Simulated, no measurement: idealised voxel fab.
Process module name: voxel tone inversion
The cross-section on display is named cut; it measures 165 nm wide, and its cells are 5 nm squares.
Cross-section layout: square cells on a grid; listed as bands, top to bottom; a band spans one or more cell rows.
It is stipulated that each band's entry specify, in nanometres, the height of the top of the band and then that of its bottom, followed by the materials of the band in left-to-right sequence, each together with its width in nanometres. A single material marked by the word "throughout" is understood to fill the band from edge to edge; the word "empty" is understood to denote empty space.
For the purposes of this specification, 0 denotes the height below which the wafer in its as-received condition is composed wholly of one material, and the lowermost band, lacking a lower limit, extends downward without end, as expressed in "0..down".
Quick explanation for "30->40": the width changes in equal steps down the rows of cells, from the first number in the band's top row to the second number in its bottom row.
Where a step carries "no modifications", the cross-section came out of it unchanged, cell for cell.
The entry titled "Tabulated closed voids" provides the empty spaces that have no open way to the top, restricted to those of 8 cells or more. Each is presented as width x height at distance, the distance being measured from the left edge, with all three in nm.
It should be noted that, on the line of a given step, the content following the step's settings is a remark produced by the simulator itself with respect to that step.
What "overlay nm" on a step's line means: if the step has a mask, that mask lay this far to the right of its planned place, or, when the value is negative, to the left.

PLANNED PROCESS STEPS
- 1: RECEIVE: material Si
- 2: CONFORMAL_DEP: material SiCN, thk nm 5
- 3: DIRECTIONAL_DEP: material polySi, thk nm 15
- 4: PATTERN: tone cover, mask id POSTS, material resist, width nm 15, pitch nm 40, thk nm 20, overlay nm 0
- 5: DIRECTIONAL_ETCH: etch materials polySi, depth nm 15
- 6: STRIP: etch materials resist
- 7: FILL_DEP: material SiO2, thk nm 5
- 8: CMP: height nm 20
- 9: STRIP: etch materials polySi

AS-RECEIVED STATE OF THE WAFER IN CROSS-SECTION, EQUIVALENT TO POST-STEP 1
	0..down  Si throughout
	Tabulated closed voids: none

THE CROSS-SECTION SHOWN CORRESPONDS TO THE WAFER AT THE CONCLUSION OF THE MODULE. THE INITIAL STRUCTURE AND THE PROCESS PLAN ARE THOSE PRESENTED ABOVE; HOWEVER, ONE MISTAKE OCCURRED IN EXECUTING THE PLAN
	20..5  55 nm empty / 15 nm SiO2 / 25 nm empty / 15 nm SiO2 / 55 nm empty
	5..0  SiCN throughout
	0..down  Si throughout
	Tabulated closed voids: none
Misprocessing identified: step 4 was not run as planned; what actually ran was PATTERN: tone open, mask id POSTS, material resist, width nm 15, pitch nm 40, thk nm 20, overlay nm 0
